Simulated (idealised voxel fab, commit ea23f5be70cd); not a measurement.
process module | voxel double patterning
cross-section cut | 240 nm wide | cells 5 nm
A cross-section is a grid of square cells, given in bands from the top down. A band is one or more rows of cells.
Each band's line starts with the height of the band's top and of its bottom, in nm. Then come its materials from left to right, each with its width in nm. One material with "throughout" fills the band from edge to edge. "air" is empty space.
Height 0 is the level under which the wafer as received is all one material. The lowest band goes on downwards, as in "0 down".
A width such as "30 to 40" changes by the same amount from each row of cells to the next, from the band's top row to its bottom row.
"no change" after a step means that no cell of the cross-section changed.
closed voids: empty space of 8 cells or more with no open way to the top, each as width x height at its distance from the left edge, in nm
after a step's settings: what the simulator itself notes on the step
overlay nm, on a step with a mask: how far to the right of its planned place the mask lay; to the left if negative
plan
1 op RECEIVE | material Si
2 op CONFORMAL_DEP | material SiO2 | thk nm 5
3 op DIRECTIONAL_DEP | material polySi | thk nm 15
4 op DIRECTIONAL_DEP | material SiCN | thk nm 5
5 op MASKED_ETCH | tone open | mask id FIRST | width nm 15 | pitch nm 50 | etch materials SiCN | depth nm 5 | overlay nm 0
6 op DIRECTIONAL_DEP | material aC | thk nm 10
7 op PATTERN | tone open | mask id SECOND | material resist | width nm 15 | pitch nm 50 | thk nm 25 | overlay nm 0
8 op DIRECTIONAL_ETCH | etch materials aC | depth nm 10
9 op STRIP | etch materials resist
10 op DIRECTIONAL_ETCH | etch materials SiCN | depth nm 5
11 op STRIP | etch materials aC
12 op DIRECTIONAL_ETCH | etch materials polySi | depth nm 15
13 op STRIP | etch materials SiCN
as received, after step 1
  0 down: Si throughout
  closed voids: none
a wafer at the end: this start, this plan, one mistake
  20 to 15: SiO2 throughout
  15 to 0: polySi throughout
  0 down: Si throughout
  closed voids: none
what went wrong: steps 2 and 3 were swapped
